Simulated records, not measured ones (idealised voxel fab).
A process module follows: voxel plated lines.
Each square cell in cross-section cut measures 5 nm, and the section as a whole is 260 nm wide.
Reading order for cross-sections: top band down to bottom band. Underlying form: a grid of square cells. Band size: one or more rows of cells.
Quick guide to a band line: top height, bottom height (nm) up front; then every material left to right with its width in nm. Only one material and it's marked "throughout"? Then it fills the band edge to edge. And "air" just means empty space.
Heights are expressed relative to 0, this being the level below which the as-received wafer comprises one material exclusively. The lowest band is unbounded in the downward direction and is denoted as in "0 nm and below".
The width entry "30..40" should be interpreted row by row: the top row of cells in the band takes the first number, the bottom row takes the second number, and the change between adjacent rows is uniform throughout.
The designation "nothing different", where it is given for a processing step, indicates that no cell of the cross-section was altered in the course of that step.
The list in "Enclosed void catalog" covers empty spaces of 8 cells or more that cannot reach the top through any open way, and it gives each as width x height at distance; the distance is from the left edge, and width, height and distance are in nm.
Note: text after step settings on the step line = simulator remark on that step.
overlay nm: mask right of planned place by this much (step with mask). Neg. = left.
The process steps that were planned are listed below:
1: op RECEIVE | material Si
2: op CONFORMAL_DEP | material SiO2 | thk nm 15
3: op DIRECTIONAL_DEP | material TiN | thk nm 5
4: op PATTERN | tone open | mask id LINES | material resist | width nm 20 | pitch nm 45 | thk nm 25 | overlay nm 0
5: op EPI | material Ru | thk nm 10
6: op EPI | material Ru | thk nm 5
7: op STRIP | etch materials resist
8: op DIRECTIONAL_ETCH | etch materials TiN | depth nm 5
9: op CONFORMAL_DEP | material SiCN | thk nm 10
Shown in cross-section is the wafer as received, that is, as it stands after step 1:
> 0 nm and below = Si throughout
> Enclosed void catalog: none
First wafer of two, sectioned at end of module; run went per plan:
> 45 nm to 35 nm = air 85 nm; SiCN 40 nm; air 5 nm; SiCN 40 nm; air 90 nm
> 35 nm to 25 nm = air 85 nm; SiCN 10 nm; Ru 20 nm; SiCN 10 nm; air 5 nm; SiCN 10 nm; Ru 20 nm; SiCN 10 nm; air 90 nm
> 25 nm to 20 nm = SiCN 95 nm; Ru 20 nm; SiCN 25 nm; Ru 20 nm; SiCN 100 nm
> 20 nm to 15 nm = SiCN 95 nm; TiN 20 nm; SiCN 25 nm; TiN 20 nm; SiCN 100 nm
> 15 nm to 0 nm = SiO2 throughout
> 0 nm and below = Si throughout
> Enclosed void catalog: none
Second wafer at the end: like start, like plan, one mistake:
> 45 nm to 35 nm = air 85 nm; SiCN 90 nm; air 85 nm
> 35 nm to 25 nm = air 85 nm; SiCN 10 nm; Ru 25 nm; SiCN 20 nm; Ru 25 nm; SiCN 10 nm; air 85 nm
> 25 nm to 20 nm = SiCN 95 nm; Ru 25 nm; SiCN 20 nm; Ru 25 nm; SiCN 95 nm
> 20 nm to 15 nm = SiCN 95 nm; TiN 25 nm; SiCN 20 nm; TiN 25 nm; SiCN 95 nm
> 15 nm to 0 nm = SiO2 throughout
> 0 nm and below = Si throughout
> Enclosed void catalog: none
What was done differently from what was planned? for step 4, the planned setting was not used; the step was instead run as op PATTERN | tone open | mask id LINES | material resist | width nm 25 | pitch nm 45 | thk nm 25 | overlay nm 0
Final wafer comparison in cells, second versus first, more or fewer per material: Ru: 6 more; TiN: 2 more
